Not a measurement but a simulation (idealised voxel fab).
process module | voxel local oxidation
cross-section cut | 275 nm wide | cells 5 nm
A cross-section is a grid of square cells, given in bands from the top down. A band is one or more rows of cells.
Each band's line starts with the height of the band's top and of its bottom, in nm. Then come its materials from left to right, each with its width in nm. One material with "throughout" fills the band from edge to edge. "air" is empty space.
Height 0 is the level under which the wafer as received is all one material. The lowest band goes on downwards, as in "0 down".
A width such as "30 to 40" changes by the same amount from each row of cells to the next, from the band's top row to its bottom row.
"no change" after a step means that no cell of the cross-section changed.
closed voids: empty space of 8 cells or more with no open way to the top, each as width x height at its distance from the left edge, in nm
after a step's settings: what the simulator itself notes on the step
overlay nm, on a step with a mask: how far to the right of its planned place the mask lay; to the left if negative
plan
1 op RECEIVE | material Si
2 op CONFORMAL_DEP | material SiO2 | thk nm 5
3 op CONFORMAL_DEP | material SiN | thk nm 15
4 op PATTERN | tone cover | mask id ACTIVE | material resist | width nm 85 | pitch nm 130 | thk nm 20 | overlay nm 0
5 op DIRECTIONAL_ETCH | etch materials SiN | depth nm 15
6 op STRIP | etch materials resist
7 op SELECTIVE_ETCH | etch materials SiO2 | depth nm 5
8 op OXIDIZE | depth nm 15
9 op STRIP | etch materials SiN
varied across the wafers: width nm of step 4. The plan shows the first wafer's value. All wafers start alike
first wafer as received, after step 1
  0 down: Si throughout
  closed voids: none
first wafer at the end, after step 9
  5 to 0: air 35 | SiO2 75 | air 55 | SiO2 75 | air 35
  0 to -15: SiO2 50 | Si 45 | SiO2 85 | Si 45 | SiO2 50
  -15 down: Si throughout
  closed voids: none
last wafer at the end
  5 to 0: air 25 | SiO2 100 | air 30 | SiO2 100 | air 20
  0 to -15: SiO2 40 | Si 70 | SiO2 60 | Si 70 | SiO2 35
  -15 down: Si throughout
  closed voids: none
each wafer at the end: cells of each material gained (+) or lost (-) since it was received, then its closed voids
width nm 85 | -111 Si | +141 SiO2 | closed voids: none
width nm 90 | -105 Si | +137 SiO2 | closed voids: none
width nm 95 | -99 Si | +133 SiO2 | closed voids: none
width nm 100 | -93 Si | +129 SiO2 | closed voids: none
width nm 105 | -87 Si | +125 SiO2 | closed voids: none
width nm 110 | -81 Si | +121 SiO2 | closed voids: none
